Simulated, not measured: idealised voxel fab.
Presented below is a process module, voxel capacitor over wiring.
This is section cut - it's 240 nm across, gridded in 5 nm square cells.
For the purposes of this document, a cross-section shall be understood as a grid of square cells, specified as bands listed in top-to-bottom order, each band consisting of one or more rows of cells. Basically the band line says how high the top is and how high the bottom is, in nm, and then what's in it from left to right, every material with its width in nm. Empty space shows up as "blank", and if a single material carries "edge to edge" it runs the full band edge to edge. We count height from 0. Below that, the starting wafer is all one material. The lowest band never ends at the bottom but goes on down; see "0..down" for how that is written. A width given as "30 to 40" starts at the first number in the band's top row and ends at the second number in its bottom row, shifting by an equal amount at every step from row to row. You'll sometimes find "remained unchanged" written for a step, and that's the way of saying that nowhere in the cross-section did a cell change during that step. "Sealed voids" specifies each empty space that is not open to the top and that occupies no fewer than 8 cells, using the form width x height at distance, the distance measured from the left edge and all three quantities in nm. Post-settings text on a step line: simulator's own remark regarding the step. overlay nm: where the mask lay relative to plan, measured to the right, on steps with a mask; negatives go left.

These are the steps we planned for the process
1,op RECEIVE | material Si
2,op CONFORMAL_DEP | material SiO2 | thk nm 10
3,op DIRECTIONAL_DEP | material TiN | thk nm 5
4,op DIRECTIONAL_DEP | material Ru | thk nm 15
5,op DIRECTIONAL_DEP | material aC | thk nm 15
6,op PATTERN | tone cover | mask id METAL_1 | material resist | width nm 30 | pitch nm 85 | thk nm 35 | overlay nm 0
7,op DIRECTIONAL_ETCH | etch materials aC | depth nm 15
8,op STRIP | etch materials resist
9,op DIRECTIONAL_ETCH | etch materials Ru | depth nm 15
10,op DIRECTIONAL_ETCH | etch materials TiN | depth nm 5
11,op STRIP | etch materials aC
12,op CONFORMAL_DEP | material SiCN | thk nm 5
13,op FILL_DEP | material lowk | thk nm 5
14,op CMP | height nm 30
15,op CONFORMAL_DEP | material SiCN | thk nm 5
16,op DIRECTIONAL_DEP | material SiO2 | thk nm 20
17,op MASKED_ETCH | tone open | mask id PLUG_1 | width nm 15 | etch materials SiO2 | depth nm 20 | overlay nm 0
18,op MASKED_ETCH | tone open | mask id PLUG_1 | width nm 15 | etch materials SiCN | depth nm 5 | overlay nm 0
19,op EPI | material Ru | thk nm 10
20,op EPI | material Ru | thk nm 10
21,op EPI | material Ru | thk nm 5
22,op DIRECTIONAL_DEP | material TiN | thk nm 10
23,op DIRECTIONAL_DEP | material Al2O3 | thk nm 5
24,op DIRECTIONAL_DEP | material TiN | thk nm 10
25,op DIRECTIONAL_DEP | material aC | thk nm 15
26,op PATTERN | tone cover | mask id UPPER_PLATE | material resist | width nm 60 | thk nm 30 | overlay nm 0
27,op DIRECTIONAL_ETCH | etch materials aC | depth nm 15
28,op STRIP | etch materials resist
29,op DIRECTIONAL_ETCH | etch materials TiN | depth nm 10
30,op DIRECTIONAL_ETCH | etch materials Al2O3 | depth nm 5
31,op STRIP | etch materials aC
32,op PATTERN | tone cover | mask id LOWER_PLATE | material resist | width nm 70 | thk nm 15 | overlay nm 0
33,op DIRECTIONAL_ETCH | etch materials TiN | depth nm 10
34,op STRIP | etch materials resist
35,op FILL_DEP | material SiO2 | thk nm 15
36,op CMP | height nm 90
37,op PATTERN | tone open | mask id PLUG_2 | material resist | width nm 15 | thk nm 20 | overlay nm 0
38,op DIRECTIONAL_ETCH | etch materials SiO2 | depth nm 10
39,op STRIP | etch materials resist
40,op CONFORMAL_DEP | material TiN | thk nm 5
41,op FILL_DEP | material W | thk nm 10
42,op CMP | height nm 90
43,op CONFORMAL_DEP | material SiN | thk nm 5

as received, after step 1
	0..down  Si edge to edge
	Sealed voids: none

This is how the wafer looks in cross-section once the module is done, given the starting state and plan above and one mistake in carrying the plan out
	95..90  SiN edge to edge
	90..85  SiO2: 85 | TiN: 5 | W: 5 | TiN: 5 | SiO2: 140
	85..75  SiO2: 85 to 90 | TiN: 15 to 45 | SiO2: 140 to 105
	75..70  SiO2: 75 | TiN: 60 | SiO2: 105
	70..65  SiO2: 75 | TiN: 15 | Al2O3: 45 | SiO2: 105
	65..60  SiO2: 70 | TiN: 5 | Al2O3: 15 | TiN: 50 | SiO2: 100
	60..55  SiO2: 70 | TiN: 70 | SiO2: 100
	55..50  SiCN: 75 | TiN: 15 | SiCN: 150
	50..30  SiO2 edge to edge
	30..15  lowk: 55 | SiCN: 5 | Ru: 30 | SiCN: 5 | lowk: 45 | SiCN: 5 | Ru: 30 | SiCN: 5 | lowk: 60
	15..10  SiCN: 60 | TiN: 30 | SiCN: 55 | TiN: 30 | SiCN: 65
	10..0  SiO2 edge to edge
	0..down  Si edge to edge
	Sealed voids: none
Which mistake was made when the wafer was run? the intended sequence of steps 15 and 16 was reversed during processing, with each occupying the position of the other
